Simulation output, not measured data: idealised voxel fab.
Title: Process Module voxel gate over fins
cross-section cut | 150 nm wide | cells 5 nm
This document writes a cross-section as a grid whose cells are square, and gives it as bands, listed from the top down; one or more rows of cells form a band.
The entry gives the band's vertical extent as a top height and a bottom height in nm, then its horizontal make-up as materials from left to right, each with a width in nm. "air" stands for empty space; a single material marked "all across" fills the band edge to edge.
It should be noted that heights are counted from 0, beneath which the wafer as supplied is of one material throughout, and that the lowest band possesses no lower boundary but continues downward, as written in "top 0, no bottom".
Graded width ("30 to 40"): value in top row of band = first number; value in bottom row = second number; row-to-row change constant.
Step marked "all unchanged"? Then no cell in the cross-section changed in it.
"Sealed voids" contains a list of empty spaces, each no smaller than 8 cells and without an open way to the top, written in the form width x height at distance with the distance from the left edge and all three in nm.
Post-settings text on a step line: simulator's own remark regarding the step.
overlay nm: step with mask; distance mask lay right of planned place; negative value = left of planned place.
List of planned process steps
step 1: RECEIVE,material Si
step 2: CONFORMAL_DEP,material SiN,thk nm 5
step 3: DIRECTIONAL_DEP,material aC,thk nm 10
step 4: PATTERN,tone cover,mask id FINS,material resist,width nm 15,pitch nm 40,thk nm 25,overlay nm 0
step 5: DIRECTIONAL_ETCH,etch materials aC,depth nm 10
step 6: STRIP,etch materials resist
step 7: DIRECTIONAL_ETCH,etch materials SiN,depth nm 5
step 8: DIRECTIONAL_ETCH,etch materials Si,depth nm 30
step 9: STRIP,etch materials aC
step 10: FILL_DEP,material SiO2,thk nm 10
step 11: CMP,height nm 5
step 12: SELECTIVE_ETCH,etch materials SiO2,depth nm 15
step 13: STRIP,etch materials SiN
step 14: CONFORMAL_DEP,material HfO2,thk nm 5
step 15: CONFORMAL_DEP,material TiN,thk nm 5
step 16: FILL_DEP,material W,thk nm 10
step 17: CMP,height nm 15
step 18: CONFORMAL_DEP,material SiN,thk nm 5
as received, after step 1
	top 0, no bottom: Si all across
	Sealed voids: none
Wafer at module end, in section. Began as above, planned as above, run with one mistake
	top 20, bottom 15: SiN all across
	top 15, bottom 10: W all across
	top 10, bottom 5: TiN all across
	top 5, bottom 0: 50 nm HfO2; 5 nm TiN; 35 nm HfO2; 5 nm TiN; 55 nm HfO2
	top 0, bottom -5: 45 nm Si; 5 nm HfO2; 5 nm TiN; 5 nm HfO2; 25 nm Si; 5 nm HfO2; 5 nm TiN; 5 nm HfO2; 50 nm Si
	top -5, bottom -10: 45 nm Si; 15 nm HfO2; 25 nm Si; 15 nm HfO2; 50 nm Si
	top -10, bottom -30: 45 nm Si; 15 nm SiO2; 25 nm Si; 15 nm SiO2; 50 nm Si
	top -30, no bottom: Si all across
	Sealed voids: none
Plan not followed: not per plan at step 4, really ran PATTERN,tone open,mask id FINS,material resist,width nm 15,pitch nm 40,thk nm 25,overlay nm 0
